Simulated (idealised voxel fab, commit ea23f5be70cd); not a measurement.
The following is a process module called voxel spacer lines.
The cross-section shown here is cut; it is 275 nm wide and divided into square cells measuring 5 nm on a side.
Cross-section spec: square-cell grid; bands listed top down; each band is one or more rows. It is stipulated that each band's entry specify, in nanometres, the height of the top of the band and then that of its bottom, followed by the materials of the band in left-to-right sequence, each together with its width in nanometres. A single material marked by the word "all across" is understood to fill the band from edge to edge; the word "blank" is understood to denote empty space. Heights are reckoned from 0. Under this level, the received wafer is all of one material. The bottommost band is open-ended downward, for example "top 0, no bottom". When a width is written as two numbers, as in "30 to 40", the first number is the width in the top row of cells of the band and the second is the width in its bottom row, and the width changes by the same amount from each row to the next. "remains unaltered" means the step left every cell of the cross-section as it was. Entry "Voids, enclosed". Content: empty spaces with no open connection to the top, size 8 cells or greater. Each: width x height at distance. Distance: from left edge. Unit: nm. after a step's settings: what the simulator itself notes on the step. A step line may carry the setting "overlay nm", which, for steps involving a mask, states the distance by which the mask lay to the right of its intended position; negative values denote displacement to the left.

[These are the steps we planned for the process]
1. RECEIVE, material Si
2. CONFORMAL_DEP, material Al2O3, thk nm 5
3. DIRECTIONAL_DEP, material SiN, thk nm 10
4. DIRECTIONAL_DEP, material aC, thk nm 20
5. PATTERN, tone cover, mask id MANDREL, material resist, width nm 15, pitch nm 60, thk nm 30, overlay nm 0
6. DIRECTIONAL_ETCH, etch materials aC, depth nm 20
7. STRIP, etch materials resist
8. CONFORMAL_DEP, material SiO2, thk nm 15
9. DIRECTIONAL_ETCH, etch materials SiO2, depth nm 15
10. STRIP, etch materials aC
11. DIRECTIONAL_ETCH, etch materials SiN, depth nm 10
12. STRIP, etch materials SiO2
13. FILL_DEP, material lowk, thk nm 5
14. CMP, height nm 15

[So, the first of our two wafers, run just as we planned it]

[As received (post step 1): cross-section]
top 0, no bottom: Si all across
Voids, enclosed: none

[Presented here is a cross-section of the wafer after step 2 has been performed]
top 5, bottom 0: Al2O3 all across
All layers under 0 are left as they were.

[Presented here is a cross-section of the wafer after step 3 has been performed]
top 15, bottom 5: SiN all across
All layers under 5 are left as they were.

[Presented here is a cross-section of the wafer after step 4 has been performed]
top 35, bottom 15: aC all across
All layers under 15 are left as they were.

[Presented here is a cross-section of the wafer after step 5 has been performed]
top 65, bottom 35: blank 70  resist 15  blank 45  resist 15  blank 45  resist 15  blank 70
All layers under 35 are left as they were.

[Presented here is a cross-section of the wafer after step 6 has been performed]
top 45, bottom 35: blank 70  resist 15  blank 45  resist 15  blank 45  resist 15  blank 70
top 35, bottom 15: blank 70  aC 15  blank 45  aC 15  blank 45  aC 15  blank 70
All layers under 15 are left as they were.

[Presented here is a cross-section of the wafer after step 7 has been performed]
top 35, bottom 15: blank 70  aC 15  blank 45  aC 15  blank 45  aC 15  blank 70
All layers under 15 are left as they were.

[Presented here is a cross-section of the wafer after step 8 has been performed]
top 50, bottom 35: blank 55  SiO2 45  blank 15  SiO2 45  blank 15  SiO2 45  blank 55
top 35, bottom 30: blank 55  SiO2 15  aC 15  SiO2 15  blank 15  SiO2 15  aC 15  SiO2 15  blank 15  SiO2 15  aC 15  SiO2 15  blank 55
top 30, bottom 15: SiO2 70  aC 15  SiO2 45  aC 15  SiO2 45  aC 15  SiO2 70
All layers under 15 are left as they were.

[Presented here is a cross-section of the wafer after step 9 has been performed]
top 35, bottom 15: blank 55  SiO2 15  aC 15  SiO2 15  blank 15  SiO2 15  aC 15  SiO2 15  blank 15  SiO2 15  aC 15  SiO2 15  blank 55
All layers under 15 are left as they were.

[Presented here is a cross-section of the wafer after step 10 has been performed]
top 35, bottom 15: blank 55  SiO2 15  blank 15  SiO2 15  blank 15  SiO2 15  blank 15  SiO2 15  blank 15  SiO2 15  blank 15  SiO2 15  blank 55
All layers under 15 are left as they were.

[Presented here is a cross-section of the wafer after step 11 has been performed]
top 35, bottom 15: blank 55  SiO2 15  blank 15  SiO2 15  blank 15  SiO2 15  blank 15  SiO2 15  blank 15  SiO2 15  blank 15  SiO2 15  blank 55
top 15, bottom 5: blank 55  SiN 15  blank 15  SiN 15  blank 15  SiN 15  blank 15  SiN 15  blank 15  SiN 15  blank 15  SiN 15  blank 55
All layers under 5 are left as they were.

[Presented here is a cross-section of the wafer after step 12 has been performed]
top 15, bottom 5: blank 55  SiN 15  blank 15  SiN 15  blank 15  SiN 15  blank 15  SiN 15  blank 15  SiN 15  blank 15  SiN 15  blank 55
All layers under 5 are left as they were.

[Presented here is a cross-section of the wafer after step 13 has been performed]
top 20, bottom 15: lowk all across
top 15, bottom 5: lowk 55  SiN 15  lowk 15  SiN 15  lowk 15  SiN 15  lowk 15  SiN 15  lowk 15  SiN 15  lowk 15  SiN 15  lowk 55
All layers under 5 are left as they were.

[Presented here is a cross-section of the wafer after step 14 has been performed]
top 15, bottom 5: lowk 55  SiN 15  lowk 15  SiN 15  lowk 15  SiN 15  lowk 15  SiN 15  lowk 15  SiN 15  lowk 15  SiN 15  lowk 55
All layers under 5 are left as they were.

[The remaining wafer, second of the two, started like the first and was run to the same plan, except that one mistake was made along the way; the two coincide through step 1, inclusive]

[Cross-section of the second wafer when, according to plan, step 2 should have finished]
top 10, bottom 0: SiN all across
All layers under 0 are left as they were.

[Cross-section of the second wafer when, according to plan, step 3 should have finished]
top 15, bottom 10: Al2O3 all across
All layers under 10 are left as they were.

[Cross-section of the second wafer when, according to plan, step 4 should have finished]
top 35, bottom 15: aC all across
All layers under 15 are left as they were.

[Cross-section of the second wafer when, according to plan, step 5 should have finished]
top 65, bottom 35: blank 70  resist 15  blank 45  resist 15  blank 45  resist 15  blank 70
All layers under 35 are left as they were.

[Cross-section of the second wafer when, according to plan, step 6 should have finished]
top 45, bottom 35: blank 70  resist 15  blank 45  resist 15  blank 45  resist 15  blank 70
top 35, bottom 15: blank 70  aC 15  blank 45  aC 15  blank 45  aC 15  blank 70
All layers under 15 are left as they were.

[Cross-section of the second wafer when, according to plan, step 7 should have finished]
top 35, bottom 15: blank 70  aC 15  blank 45  aC 15  blank 45  aC 15  blank 70
All layers under 15 are left as they were.

[Cross-section of the second wafer when, according to plan, step 8 should have finished]
top 50, bottom 35: blank 55  SiO2 45  blank 15  SiO2 45  blank 15  SiO2 45  blank 55
top 35, bottom 30: blank 55  SiO2 15  aC 15  SiO2 15  blank 15  SiO2 15  aC 15  SiO2 15  blank 15  SiO2 15  aC 15  SiO2 15  blank 55
top 30, bottom 15: SiO2 70  aC 15  SiO2 45  aC 15  SiO2 45  aC 15  SiO2 70
All layers under 15 are left as they were.

[Cross-section of the second wafer when, according to plan, step 9 should have finished]
top 35, bottom 15: blank 55  SiO2 15  aC 15  SiO2 15  blank 15  SiO2 15  aC 15  SiO2 15  blank 15  SiO2 15  aC 15  SiO2 15  blank 55
All layers under 15 are left as they were.

[Cross-section of the second wafer when, according to plan, step 10 should have finished]
top 35, bottom 15: blank 55  SiO2 15  blank 15  SiO2 15  blank 15  SiO2 15  blank 15  SiO2 15  blank 15  SiO2 15  blank 15  SiO2 15  blank 55
All layers under 15 are left as they were.

Cross-section of the second wafer when, according to plan, step 11 should have finished: remains unaltered

[Cross-section of the second wafer when, according to plan, step 12 should have finished]
top 15, bottom 10: Al2O3 all across
All layers under 10 are left as they were.

[Cross-section of the second wafer when, according to plan, step 13 should have finished]
top 20, bottom 15: lowk all across
All layers under 15 are left as they were.

[Cross-section of the second wafer when, according to plan, step 14 should have finished]
top 15, bottom 10: Al2O3 all across
All layers under 10 are left as they were.
What was done differently from what was planned? steps 2 and 3 of the plan were each performed in the slot designated for the other
At the finish, the second wafer shows more or fewer cells for some materials than the first does: SiN +74 | lowk -74
